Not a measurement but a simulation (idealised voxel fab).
Documented hereafter: the process module known as voxel ribs on slabs.
Section shown: cut. Width: 155 nm. Cell size: 5 nm, square.
Format of a cross-section: grid, square cells. Given as bands. Order: top down. Band: one or more rows of cells.
What a band's entry tells you: where the top is and where the bottom is, as heights in nm, and after that what lies inside, material by material from left to right, each with its width in nm. Empty space is written as the word "air", and a single material marked with the word "edge to edge" occupies the band from edge to edge.
Convention: height 0 is the level below which the wafer, as received, is all one material. The lowest band does not terminate at the bottom but continues downward, represented as "0 down".
The expression "30 to 40" gives the width at the extremes of the band, the first number at its top row of cells and the second at its bottom row, with the width changing by equal amounts from each row to the next in between.
"stayed the same", as given for a step, is the statement that not any cell of the cross-section underwent a change during that step.
Each empty space that has no open way to the top and spans at least 8 cells appears under "Closed cavity list" as width x height at distance, the distance counted from the left edge, all in nm.
Post-settings text on a step line: simulator's own remark regarding the step.
The line of a step may include "overlay nm". On a step with a mask, this value is how far to the right of its planned place the mask lay. A negative value means the mask lay to the left.
# Planned step list for the process
- 1: RECEIVE (material Si)
- 2: DIRECTIONAL_DEP (material SiO2; thk nm 20)
- 3: DIRECTIONAL_DEP (material SiN; thk nm 20)
- 4: PATTERN (tone cover; mask id RIB; material resist; width nm 15; thk nm 15; overlay nm 0)
- 5: DIRECTIONAL_ETCH (etch materials SiN; depth nm 10)
- 6: STRIP (etch materials resist)
- 7: MASKED_ETCH (tone cover; mask id SLAB; width nm 75; etch materials SiN; depth nm 10; overlay nm 0)
- 8: FILL_DEP (material SiO2; thk nm 25)
- 9: CMP (height nm 60)
- 10: DIRECTIONAL_DEP (material TiN; thk nm 5)
- 11: PATTERN (tone cover; mask id HEATER; material resist; width nm 25; thk nm 20; overlay nm 0)
- 12: DIRECTIONAL_ETCH (etch materials TiN; depth nm 5)
- 13: STRIP (etch materials resist)
- 14: CONFORMAL_DEP (material SiN; thk nm 10)
# Incoming wafer, cross-sectional view, post step 1
> 0 down | Si edge to edge
> Closed cavity list: none
# Final wafer profile in cross-section after the module, from the same start and plan as above, with one mistake made during processing
> 75 to 70 | air: 55, then SiN: 45, then air: 55
> 70 to 65 | SiN edge to edge
> 65 to 60 | SiN: 65, then TiN: 25, then SiN: 65
> 60 to 40 | SiO2 edge to edge
> 40 to 30 | SiO2: 40, then SiN: 30, then SiO2: 15, then SiN: 30, then SiO2: 40
> 30 to 20 | SiN edge to edge
> 20 to 0 | SiO2 edge to edge
> 0 down | Si edge to edge
> Closed cavity list: none
Where did the run depart from the plan? step 4 off recipe, ran as PATTERN (tone open; mask id RIB; material resist; width nm 15; thk nm 15; overlay nm 0)
